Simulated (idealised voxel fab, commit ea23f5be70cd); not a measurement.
process module | voxel transistor to metal
cross-section cut | 150 nm wide | cells 5 nm
A cross-section is a grid of square cells, given in bands from the top down. A band is one or more rows of cells.
Each band's line starts with the height of the band's top and of its bottom, in nm. Then come its materials from left to right, each with its width in nm. One material with "throughout" fills the band from edge to edge. "air" is empty space.
Height 0 is the level under which the wafer as received is all one material. The lowest band goes on downwards, as in "0 down".
A width such as "30 to 40" changes by the same amount from each row of cells to the next, from the band's top row to its bottom row.
"no change" after a step means that no cell of the cross-section changed.
closed voids: empty space of 8 cells or more with no open way to the top, each as width x height at its distance from the left edge, in nm
after a step's settings: what the simulator itself notes on the step
overlay nm, on a step with a mask: how far to the right of its planned place the mask lay; to the left if negative
plan
1 op RECEIVE | material Si
2 op OXIDIZE | depth nm 5
3 op CONFORMAL_DEP | material SiN | thk nm 15
4 op PATTERN | tone cover | mask id ACTIVE | material resist | width nm 115 | thk nm 15 | overlay nm 0
5 op DIRECTIONAL_ETCH | etch materials SiN | depth nm 15
6 op DIRECTIONAL_ETCH | etch materials SiO2 | depth nm 5
7 op DIRECTIONAL_ETCH | etch materials Si | depth nm 35
8 op STRIP | etch materials resist
9 op FILL_DEP | material SiO2 | thk nm 15
10 op CMP | height nm 15
11 op SELECTIVE_ETCH | etch materials SiO2 | depth nm 5
12 op STRIP | etch materials SiN
13 op SELECTIVE_ETCH | etch materials SiO2 | depth nm 5
14 op OXIDIZE | depth nm 5
15 op DIRECTIONAL_DEP | material polySi | thk nm 30
16 op DIRECTIONAL_DEP | material SiCN | thk nm 15
17 op DIRECTIONAL_DEP | material aC | thk nm 15
18 op PATTERN | tone cover | mask id GATE | material resist | width nm 35 | thk nm 35 | overlay nm 0
19 op DIRECTIONAL_ETCH | etch materials aC | depth nm 15
20 op STRIP | etch materials resist
21 op DIRECTIONAL_ETCH | etch materials SiCN | depth nm 25
22 op DIRECTIONAL_ETCH | etch materials polySi | depth nm 40
23 op STRIP | etch materials aC
24 op CONFORMAL_DEP | material SiO2 | thk nm 5
25 op DIRECTIONAL_ETCH | etch materials SiO2 | depth nm 5
26 op CONFORMAL_DEP | material SiN | thk nm 5
27 op DIRECTIONAL_ETCH | etch materials SiN | depth nm 5
28 op DIRECTIONAL_ETCH | etch materials SiO2 | depth nm 5
29 op DIRECTIONAL_ETCH | etch materials Si | depth nm 5
30 op EPI | material nSi | thk nm 5
31 op FILL_DEP | material SiO2 | thk nm 5
32 op CMP | height nm 25
33 op STRIP | etch materials polySi
34 op SELECTIVE_ETCH | etch materials SiO2 | depth nm 5
35 op CONFORMAL_DEP | material HfO2 | thk nm 5
36 op CONFORMAL_DEP | material TiN | thk nm 5
37 op FILL_DEP | material W | thk nm 5
38 op CMP | height nm 20
39 op DIRECTIONAL_DEP | material SiO2 | thk nm 10
40 op MASKED_ETCH | tone open | mask id CONTACT | width nm 15 | pitch nm 90 | etch materials SiO2 | depth nm 40 | overlay nm 0
41 op CONFORMAL_DEP | material TiN | thk nm 5
42 op FILL_DEP | material W | thk nm 10
43 op CMP | height nm 30
44 op CONFORMAL_DEP | material SiCN | thk nm 5
45 op DIRECTIONAL_DEP | material lowk | thk nm 15
46 op PATTERN | tone open | mask id METAL_1 | material resist | width nm 15 | pitch nm 90 | thk nm 15 | overlay nm 0
47 op DIRECTIONAL_ETCH | etch materials lowk | depth nm 15
48 op DIRECTIONAL_ETCH | etch materials SiCN | depth nm 5
49 op STRIP | etch materials resist
50 op CONFORMAL_DEP | material TiN | thk nm 5
51 op FILL_DEP | material W | thk nm 5
52 op CMP | height nm 50
53 op EPI | material Ru | thk nm 5
54 op FILL_DEP | material SiCN | thk nm 5
55 op DIRECTIONAL_DEP | material SiO2 | thk nm 30
56 op DIRECTIONAL_DEP | material aC | thk nm 15
57 op PATTERN | tone open | mask id METAL_2 | material resist | width nm 15 | pitch nm 90 | thk nm 35 | overlay nm 0
58 op DIRECTIONAL_ETCH | etch materials aC | depth nm 15
59 op STRIP | etch materials resist
60 op DIRECTIONAL_ETCH | etch materials SiO2 | depth nm 15
61 op STRIP | etch materials aC
62 op MASKED_ETCH | tone open | mask id METAL_2_HOLES | width nm 15 | pitch nm 90 | etch materials SiO2 | depth nm 15 | overlay nm 0
63 op MASKED_ETCH | tone open | mask id METAL_2_HOLES | width nm 15 | pitch nm 90 | etch materials SiCN | depth nm 5 | overlay nm 0
64 op CONFORMAL_DEP | material TiN | thk nm 5
65 op FILL_DEP | material Cu | thk nm 10
66 op CMP | height nm 90
67 op CONFORMAL_DEP | material SiCN | thk nm 5
as received, after step 1
  0 down: Si throughout
  closed voids: none
first wafer at the end, as planned
  95 to 90: SiCN throughout
  90 to 60: SiO2 20 | TiN 5 | Cu 5 | TiN 5 | SiO2 75 | TiN 5 | Cu 5 | TiN 5 | SiO2 25
  60 to 55: SiCN 20 | TiN 15 | SiCN 75 | TiN 15 | SiCN 25
  55 to 50: SiCN 15 | Ru 25 | SiCN 65 | Ru 25 | SiCN 20
  50 to 35: lowk 20 | TiN 5 | W 5 | TiN 5 | lowk 75 | TiN 5 | W 5 | TiN 5 | lowk 25
  35 to 30: SiCN 20 | TiN 15 | SiCN 75 | TiN 15 | SiCN 25
  30 to 20: SiO2 20 | TiN 5 | W 5 | TiN 5 | SiO2 75 | TiN 5 | W 5 | TiN 5 | SiO2 25
  20 to 5: SiO2 20 | TiN 5 | W 5 | TiN 5 | SiO2 10 | SiN 5 | HfO2 5 | TiN 5 | W 25 | TiN 5 | HfO2 5 | SiN 5 | SiO2 10 | TiN 5 | W 5 | TiN 5 | SiO2 25
  5 to 0: SiO2 15 | SiN 5 | TiN 5 | W 5 | TiN 5 | SiO2 10 | SiN 5 | HfO2 5 | TiN 5 | W 25 | TiN 5 | HfO2 5 | SiN 5 | SiO2 10 | TiN 5 | W 5 | TiN 5 | SiN 5 | SiO2 20
  0 to -5: SiO2 15 | SiN 5 | TiN 15 | SiO2 10 | SiN 5 | HfO2 5 | TiN 35 | HfO2 5 | SiN 5 | SiO2 10 | TiN 15 | SiN 5 | SiO2 20
  -5 to -10: SiO2 20 | nSi 5 | TiN 10 | SiO2 5 | nSi 5 | SiO2 5 | HfO2 45 | SiO2 5 | nSi 5 | SiO2 5 | TiN 10 | nSi 5 | SiO2 25
  -10 to -15: SiO2 15 | Si 5 | nSi 25 | Si 55 | nSi 25 | Si 5 | SiO2 20
  -15 to -40: SiO2 15 | Si 115 | SiO2 20
  -40 down: Si throughout
  closed voids: none
second wafer at the end: like start, like plan, one mistake
  95 to 90: SiCN throughout
  90 to 60: SiO2 20 | TiN 5 | Cu 5 | TiN 5 | SiO2 75 | TiN 5 | Cu 5 | TiN 5 | SiO2 25
  60 to 55: SiCN 20 | TiN 15 | SiCN 75 | TiN 15 | SiCN 25
  55 to 50: Ru 25 | SiCN 5 | Ru 85 | SiCN 5 | Ru 30
  50 to 35: W 15 | TiN 5 | lowk 15 | TiN 5 | W 65 | TiN 5 | lowk 15 | TiN 5 | W 20
  35 to 30: TiN 20 | SiCN 15 | TiN 75 | SiCN 15 | TiN 25
  30 to 20: SiO2 20 | TiN 5 | W 5 | TiN 5 | SiO2 75 | TiN 5 | W 5 | TiN 5 | SiO2 25
  20 to 5: SiO2 20 | TiN 5 | W 5 | TiN 5 | SiO2 10 | SiN 5 | HfO2 5 | TiN 5 | W 25 | TiN 5 | HfO2 5 | SiN 5 | SiO2 10 | TiN 5 | W 5 | TiN 5 | SiO2 25
  5 to 0: SiO2 15 | SiN 5 | TiN 5 | W 5 | TiN 5 | SiO2 10 | SiN 5 | HfO2 5 | TiN 5 | W 25 | TiN 5 | HfO2 5 | SiN 5 | SiO2 10 | TiN 5 | W 5 | TiN 5 | SiN 5 | SiO2 20
  0 to -5: SiO2 15 | SiN 5 | TiN 15 | SiO2 10 | SiN 5 | HfO2 5 | TiN 35 | HfO2 5 | SiN 5 | SiO2 10 | TiN 15 | SiN 5 | SiO2 20
  -5 to -10: SiO2 20 | nSi 5 | TiN 10 | SiO2 5 | nSi 5 | SiO2 5 | HfO2 45 | SiO2 5 | nSi 5 | SiO2 5 | TiN 10 | nSi 5 | SiO2 25
  -10 to -15: SiO2 15 | Si 5 | nSi 25 | Si 55 | nSi 25 | Si 5 | SiO2 20
  -15 to -40: SiO2 15 | Si 115 | SiO2 20
  -40 down: Si throughout
  closed voids: none
what went wrong: step 46 ran as: op PATTERN | tone cover | mask id METAL_1 | material resist | width nm 15 | pitch nm 90 | thk nm 15 | overlay nm 0
at the end the second wafer has, in cells: 18 more of Ru | 36 fewer of SiCN | 18 more of TiN | 54 more of W | 54 fewer of lowk
